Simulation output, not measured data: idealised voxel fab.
The process module that follows is named voxel double patterning.
For reference, the cross-section in this document is cut, with width 230 nm and square cells of 5 nm.
Cross-section = grid of square cells, listed top down in bands; band = one or more rows.
Band entry format. Leading values: height of top, height of bottom, nm. Remainder: materials in left-to-right order, each with its width in nm. Special words: "throughout" on a single material, which then fills the band edge to edge; "empty", empty space.
Basically, 0 is our baseline, since under it the wafer straight out of the box is all one material. The bottom band has no lower end and keeps on going down, so it looks like "0 -> down".
A width such as "30->40" changes by the same amount from each row of cells to the next, from the band's top row to its bottom row.
Take "no change" at face value: in the step it is given for, the cross-section changed in none of its cells.
Entry "Fully sealed voids". Content: empty spaces with no open connection to the top, size 8 cells or greater. Each: width x height at distance. Distance: from left edge. Unit: nm.
If you see something after the settings on a step's line, that's the simulator's own remark about that step.
If you see "overlay nm" on a step's line and that step has a mask, it's telling you how far right of where it was planned the mask ended up; a negative number means it went left instead.

[Planned process steps]
1) RECEIVE,material Si
2) CONFORMAL_DEP,material SiO2,thk nm 10
3) DIRECTIONAL_DEP,material TiN,thk nm 15
4) DIRECTIONAL_DEP,material SiCN,thk nm 5
5) MASKED_ETCH,tone open,mask id FIRST,width nm 15,pitch nm 50,etch materials SiCN,depth nm 5,overlay nm 0
6) PATTERN,tone open,mask id SECOND,material resist,width nm 15,pitch nm 50,thk nm 15,overlay nm 0
7) DIRECTIONAL_ETCH,etch materials SiCN,depth nm 5
8) STRIP,etch materials resist
9) DIRECTIONAL_ETCH,etch materials TiN,depth nm 15
10) STRIP,etch materials SiCN

[Step 1 complete: cross-section of the wafer as received]
- 0 -> down: Si throughout
- Fully sealed voids: none

[This is how the wafer looks in cross-section once the module is done, given the starting state and plan above and one mistake in carrying the plan out]
- 25 -> 10: TiN 55 | empty 15 | TiN 15 | empty 15 | TiN 5 | empty 15 | TiN 15 | empty 15 | TiN 5 | empty 15 | TiN 60
- 10 -> 0: SiO2 throughout
- 0 -> down: Si throughout
- Fully sealed voids: none
Nonconformance to the process plan: not per plan at step 6, really ran PATTERN,tone open,mask id SECOND,material resist,width nm 15,pitch nm 50,thk nm 15,overlay nm 5
